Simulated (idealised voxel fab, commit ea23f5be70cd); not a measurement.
Name of the process module below: voxel released beams
Displayed cross-section: cut, width of 250 nm, square cells sized 5 nm.
Bands, listed from the top down, are how a cross-section gets written in this document; the cross-section itself is a grid of square cells, and a band is one or more rows of them. A band entry consists of two parts. The first gives the height of the band's top and the height of its bottom, in nm. The rest lists the band's materials from left to right, each with its width in nm. A single material labelled with the word "all across" fills the band from edge to edge, and the word "empty" marks empty space. Zero point of the height axis is 0; under it, received wafer = one material. Lowest band: continues down indefinitely, "from 0 down". With a width like "30..40", each row of cells in the band differs from the next by the same amount, the top row carrying the first number and the bottom row the second. Where the words "everything unchanged" appear for a step, the cross-section shows no cell changed by that step; every cell remained as before. "Sealed-off cavities" contains a list of empty spaces, each no smaller than 8 cells and without an open way to the top, written in the form width x height at distance with the distance from the left edge and all three in nm. Past the settings on a step's line: simulator remark, on that step. "overlay nm" answers the question of how far to the right of plan the mask lay on a step that has a mask, and when it is negative the answer is to the left. Pairs, read this way: before one process step on the one hand, after it on the other, the after cross-section ending at the lowest band that changed; the step between, settings included, beneath. Same starting wafer throughout, but possibly different runs of this module, so no pair continues from the pair above unless its entry headed "Pre-step view" says so.

**Pre-step view**
  from 65 to 50 | empty=75  resist=90  empty=85
  from 50 to 40 | empty=75  aC=45  resist=45  empty=85
  from 40 to 30 | empty=70  W=50  resist=45  empty=85
  from 30 to 20 | empty=70  W=10  SiO2=30  W=10  aC=45  empty=85
  from 20 to 10 | W=80  SiO2=30  W=140
  from 10 to 0 | Al2O3 all across
  from 0 down | Si all across
  Sealed-off cavities: none

**Cross-Section Thereafter**
  from 50 to 40 | empty=75  aC=45  empty=130
  from 40 to 30 | empty=70  W=50  empty=130
  Unchanged below 30.
  Sealed-off cavities: none
It is this step that lies between the two cross-sections above: STRIP [etch materials resist]

Pre-step view: per the after cross-section of the pair just above.

**Cross-Section Thereafter**
  from 50 to 40 | empty=75  aC=45  empty=130
  from 40 to 30 | empty=75  W=45  empty=130
  from 30 to 20 | empty=70  W=10  SiO2=30  W=10  aC=45  empty=85
  from 20 to 10 | empty=70  W=10  SiO2=30  W=55  empty=85
  Unchanged below 10.
  Sealed-off cavities: none
It is this step that lies between the two cross-sections above: DIRECTIONAL_ETCH [etch materials W] [depth nm 10]

Pre-step view: per the after cross-section of the pair just above.

**Cross-Section Thereafter**
  from 40 to 30 | empty=75  W=45  empty=130
  from 30 to 20 | empty=70  W=10  SiO2=30  W=10  empty=130
  Unchanged below 20.
  Sealed-off cavities: none
It is this step that lies between the two cross-sections above: STRIP [etch materials aC]
